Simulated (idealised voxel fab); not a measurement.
Presented below is a process module, voxel spacer lines.
Pictured: cross-section cut, 220 nm wide, on a grid of 5 nm square cells.
Think of the cross-section as a grid of square cells. We describe it in bands, top to bottom, and each band covers one or more rows of those cells. Heads up on the band format: heights come first, top then bottom, in nm. After that it's the materials left to right, each with its width in nm. A single material flagged "full width" fills the whole band edge to edge, and "blank" means there's empty space there. The reference from which all heights are counted is 0, the level beneath which the as-received wafer is entirely one material; the lowest band, having no lower bound, proceeds downward and is written after the example "0 -> down". Graded width ("30..40"): value in top row of band = first number; value in bottom row = second number; row-to-row change constant. Any step labelled "nothing got changed" changed none of the cells in the cross-section. The entry "Closed void listing" lists the empty spaces that cover at least 8 cells and have no open path to the top. Each is written as width x height at distance, where the distance is measured from the left edge and all three values are in nm. Step line, after settings: the simulator's comment on this step. overlay nm: where the mask lay relative to plan, measured to the right, on steps with a mask; negatives go left.
Process steps foreseen in the plan:
1,RECEIVE (material Si)
2,CONFORMAL_DEP (material Al2O3; thk nm 5)
3,DIRECTIONAL_DEP (material TiN; thk nm 20)
4,DIRECTIONAL_DEP (material aC; thk nm 30)
5,PATTERN (tone cover; mask id MANDREL; material resist; width nm 20; pitch nm 70; thk nm 40; overlay nm 0)
6,DIRECTIONAL_ETCH (etch materials aC; depth nm 30)
7,STRIP (etch materials resist)
8,CONFORMAL_DEP (material SiN; thk nm 15)
9,DIRECTIONAL_ETCH (etch materials SiN; depth nm 15)
10,STRIP (etch materials aC)
11,DIRECTIONAL_ETCH (etch materials TiN; depth nm 20)
12,STRIP (etch materials SiN)
So this is the incoming wafer in cross-section - it's already been through step 1:
    0 -> down = Si full width
    Closed void listing: none
Cross-section at module end, one run error; start and plan unchanged from above:
    25 -> 5 = 25 of blank  5 of TiN  20 of blank  5 of TiN  40 of blank  5 of TiN  20 of blank  5 of TiN  40 of blank  5 of TiN  20 of blank  5 of TiN  25 of blank
    5 -> 0 = Al2O3 full width
    0 -> down = Si full width
    Closed void listing: none
Deviation from plan: step 8 did not use the planned setting and instead ran as CONFORMAL_DEP (material SiN; thk nm 5)
